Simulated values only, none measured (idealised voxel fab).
Module name: voxel wiring stack (process module)
The width of the displayed cross-section, cut, is 190 nm; its cells are square, with a size of 5 nm.
Notation: cross-section as square-cell grid; stated in bands, top first, going down; one or more cell rows per band.
Basically the band line says how high the top is and how high the bottom is, in nm, and then what's in it from left to right, every material with its width in nm. Empty space shows up as "blank", and if a single material carries "full width" it runs the full band edge to edge.
Heights from 0 (as-received wafer is one material below). Bottom band endless downward, as "z 0 and below".
Per-row width for "30..40": begins at first number (top row of band), ends at second number (bottom row), increment between rows held constant.
Any step labelled "changes: none" changed none of the cells in the cross-section.
Heads up: "Enclosed void entries" only lists the empty pockets with no open path to the top that are 8 cells or more, and it writes them as width x height at distance, distance from the left edge, in nm.
On a step's line, text after the settings is the simulator commenting on that step.
overlay nm: mask offset rightward from planned place, masked step; negative means leftward offset.

Steps planned for the process
1 op RECEIVE | material Si
2 op CONFORMAL_DEP | material SiO2 | thk nm 10
3 op CONFORMAL_DEP | material SiCN | thk nm 5
4 op DIRECTIONAL_DEP | material lowk | thk nm 20
5 op DIRECTIONAL_DEP | material aC | thk nm 15
6 op PATTERN | tone open | mask id METAL_1 | material resist | width nm 25 | pitch nm 55 | thk nm 35 | overlay nm 0
7 op DIRECTIONAL_ETCH | etch materials aC | depth nm 15
8 op STRIP | etch materials resist
9 op DIRECTIONAL_ETCH | etch materials lowk | depth nm 20
10 op DIRECTIONAL_ETCH | etch materials SiCN | depth nm 5
11 op STRIP | etch materials aC
12 op CONFORMAL_DEP | material TiN | thk nm 5
13 op FILL_DEP | material Cu | thk nm 5
14 op CMP | height nm 35
15 op CONFORMAL_DEP | material SiCN | thk nm 5
16 op DIRECTIONAL_DEP | material lowk | thk nm 10
17 op DIRECTIONAL_DEP | material aC | thk nm 10
18 op PATTERN | tone open | mask id PLUG_1 | material resist | width nm 15 | thk nm 30 | overlay nm 0
19 op DIRECTIONAL_ETCH | etch materials aC | depth nm 10
20 op STRIP | etch materials resist
21 op DIRECTIONAL_ETCH | etch materials lowk | depth nm 10
22 op DIRECTIONAL_ETCH | etch materials SiCN | depth nm 5
23 op STRIP | etch materials aC
24 op EPI | material Ru | thk nm 10
25 op EPI | material Ru | thk nm 5
26 op DIRECTIONAL_DEP | material TiN | thk nm 5
27 op DIRECTIONAL_DEP | material Ru | thk nm 15
28 op DIRECTIONAL_DEP | material aC | thk nm 10
29 op PATTERN | tone cover | mask id METAL_2 | material resist | width nm 25 | pitch nm 55 | thk nm 30 | overlay nm 0
30 op DIRECTIONAL_ETCH | etch materials aC | depth nm 10
31 op STRIP | etch materials resist
32 op DIRECTIONAL_ETCH | etch materials Ru | depth nm 15
33 op DIRECTIONAL_ETCH | etch materials TiN | depth nm 5
34 op STRIP | etch materials aC
35 op CONFORMAL_DEP | material SiN | thk nm 5
36 op FILL_DEP | material SiO2 | thk nm 10
37 op CMP | height nm 70
38 op CONFORMAL_DEP | material SiCN | thk nm 5
39 op DIRECTIONAL_DEP | material lowk | thk nm 30
40 op DIRECTIONAL_DEP | material aC | thk nm 15
41 op PATTERN | tone open | mask id METAL_3 | material resist | width nm 25 | pitch nm 55 | thk nm 35 | overlay nm 0
42 op DIRECTIONAL_ETCH | etch materials aC | depth nm 15
43 op STRIP | etch materials resist
44 op DIRECTIONAL_ETCH | etch materials lowk | depth nm 20
45 op STRIP | etch materials aC
46 op PATTERN | tone open | mask id METAL_3_HOLES | material resist | width nm 15 | pitch nm 55 | thk nm 15 | overlay nm 0
47 op DIRECTIONAL_ETCH | etch materials lowk | depth nm 10
48 op DIRECTIONAL_ETCH | etch materials SiCN | depth nm 5
49 op STRIP | etch materials resist
50 op CONFORMAL_DEP | material TiN | thk nm 5
51 op FILL_DEP | material Ru | thk nm 5
52 op CMP | height nm 105
53 op CONFORMAL_DEP | material SiCN | thk nm 5
54 op DIRECTIONAL_DEP | material lowk | thk nm 25
55 op MASKED_ETCH | tone open | mask id METAL_4_HOLES | width nm 15 | pitch nm 55 | etch materials lowk | depth nm 25 | overlay nm 0
56 op DIRECTIONAL_DEP | material aC | thk nm 10
57 op PATTERN | tone open | mask id METAL_4 | material resist | width nm 25 | pitch nm 55 | thk nm 30 | overlay nm 0
58 op DIRECTIONAL_ETCH | etch materials aC | depth nm 10
59 op STRIP | etch materials resist
60 op DIRECTIONAL_ETCH | etch materials lowk | depth nm 15
61 op DIRECTIONAL_ETCH | etch materials SiCN | depth nm 5
62 op STRIP | etch materials aC
63 op CONFORMAL_DEP | material TiN | thk nm 5
64 op FILL_DEP | material Cu | thk nm 10
65 op CMP | height nm 135
66 op CONFORMAL_DEP | material SiCN | thk nm 5
The thk nm used in step 38 is not the same on every wafer, whereas the starting condition is; the value printed in the plan is the first wafer's.

Cut through the first of several wafers as received, post step 1
	z 0 and below = Si full width
	Enclosed void entries: none

Heads up, this table goes wafer by wafer. A row tells you, at the end of the module, how many cells of each material that wafer has put on (+) or dropped (-) since it was received, and then its closed voids
thk nm 5, +42 Cu, +63 Ru, +165 SiCN, +40 SiN, +148 SiO2, +100 TiN, +506 lowk, Enclosed void entries: none
thk nm 10, +42 Cu, +57 Ru, +203 SiCN, +40 SiN, +148 SiO2, +96 TiN, +478 lowk, Enclosed void entries: none
thk nm 15, +42 Cu, +51 Ru, +241 SiCN, +40 SiN, +148 SiO2, +92 TiN, +450 lowk, Enclosed void entries: none
thk nm 20, +42 Cu, +45 Ru, +279 SiCN, +40 SiN, +148 SiO2, +88 TiN, +422 lowk, Enclosed void entries: none
